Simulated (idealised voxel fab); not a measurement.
The name of this process module is voxel self aligned contacts.
The cross-section on display is named cut; it measures 280 nm wide, and its cells are 5 nm squares.
Heads up, the way a cross-section reads in here is a grid of square cells, handed over as bands from the top down, with every band being one or more rows of cells.
It is stipulated that each band's entry specify, in nanometres, the height of the top of the band and then that of its bottom, followed by the materials of the band in left-to-right sequence, each together with its width in nanometres. A single material marked by the word "everywhere" is understood to fill the band from edge to edge; the word "empty" is understood to denote empty space.
For the purposes of this specification, 0 denotes the height below which the wafer in its as-received condition is composed wholly of one material, and the lowermost band, lacking a lower limit, extends downward without end, as expressed in "0..down".
Per-row width for "30->40": begins at first number (top row of band), ends at second number (bottom row), increment between rows held constant.
Where a step carries "changes: none", the cross-section came out of it unchanged, cell for cell.
If an empty space has no open way to the top and is at least 8 cells in size, "Listed closed voids" lists it, written width x height at distance, where distance is measured from the left edge and every value is in nm.
Anything after a step's settings on that line? It's the simulator's own note about the step.
overlay nm: for a step with a mask, the amount by which the mask lay right of where it was planned; a negative amount means left of it.
The planned process steps are enumerated hereunder
step 1: RECEIVE,material Si
step 2: CONFORMAL_DEP,material SiO2,thk nm 5
step 3: DIRECTIONAL_DEP,material polySi,thk nm 30
step 4: DIRECTIONAL_DEP,material SiN,thk nm 20
step 5: MASKED_ETCH,tone cover,mask id GATE,width nm 25,pitch nm 50,etch materials SiN,depth nm 20,overlay nm 0
step 6: MASKED_ETCH,tone cover,mask id GATE,width nm 25,pitch nm 50,etch materials polySi,depth nm 30,overlay nm 0
step 7: CONFORMAL_DEP,material SiN,thk nm 5
step 8: DIRECTIONAL_ETCH,etch materials SiN,depth nm 5
step 9: FILL_DEP,material SiO2,thk nm 20
step 10: CMP,height nm 65
step 11: PATTERN,tone open,mask id CONTACT,material resist,width nm 35,pitch nm 50,thk nm 15,overlay nm 0
step 12: DIRECTIONAL_ETCH,etch materials SiO2,depth nm 65
step 13: STRIP,etch materials resist
step 14: CONFORMAL_DEP,material TiN,thk nm 5
step 15: FILL_DEP,material W,thk nm 10
step 16: CMP,height nm 65
step 17: CONFORMAL_DEP,material SiCN,thk nm 5
Wafer cross-section on receipt, i.e. after step 1
  0..down | Si everywhere
  Listed closed voids: none
Post-module cross-section of the first of two wafers (run per plan)
  70..65 | SiCN everywhere
  65..55 | SiO2 95, TiN 5->15, W 25->5, TiN 5->15, SiO2 15, TiN 5->15, W 25->5, TiN 5->15, SiO2 100
  55..35 | SiO2 70, SiN 35, TiN 5, W 5, TiN 5, SiN 35, TiN 5, W 5, TiN 5, SiN 35, SiO2 75
  35..5 | SiO2 70, SiN 5, polySi 25, SiN 5, TiN 5, W 5, TiN 5, SiN 5, polySi 25, SiN 5, TiN 5, W 5, TiN 5, SiN 5, polySi 25, SiN 5, SiO2 75
  5..0 | SiO2 105, TiN 15, SiO2 35, TiN 15, SiO2 110
  0..down | Si everywhere
  Listed closed voids: none
End-of-module cross-section of the second wafer: identical starting point and process plan to the first, with one processing mistake
  70..65 | SiCN everywhere
  65..55 | SiO2 95, TiN 5->15, W 25->5, TiN 5->15, SiO2 15, TiN 5->15, W 25->5, TiN 5->15, SiO2 100
  55..40 | SiO2 70, SiN 35, TiN 5, W 5, TiN 5, SiN 35, TiN 5, W 5, TiN 5, SiN 35, SiO2 75
  40..35 | SiO2 70, SiN 35, TiN 15, SiN 35, TiN 15, SiN 35, SiO2 75
  35..5 | SiO2 70, SiN 5, polySi 35, SiN 5, TiN 5, SiN 5, polySi 35, SiN 5, TiN 5, SiN 5, polySi 35, SiN 5, SiO2 65
  5..0 | SiO2 115, TiN 5, SiO2 45, TiN 5, SiO2 110
  0..down | Si everywhere
  Listed closed voids: none
What was the processing mistake? step 6 changed vs plan, executed as MASKED_ETCH,tone cover,mask id GATE,width nm 25,pitch nm 50,etch materials polySi,depth nm 30,overlay nm 10
Final wafer comparison in cells, second versus first, more or fewer per material: -8 SiO2, -14 TiN, -14 W, +36 polySi
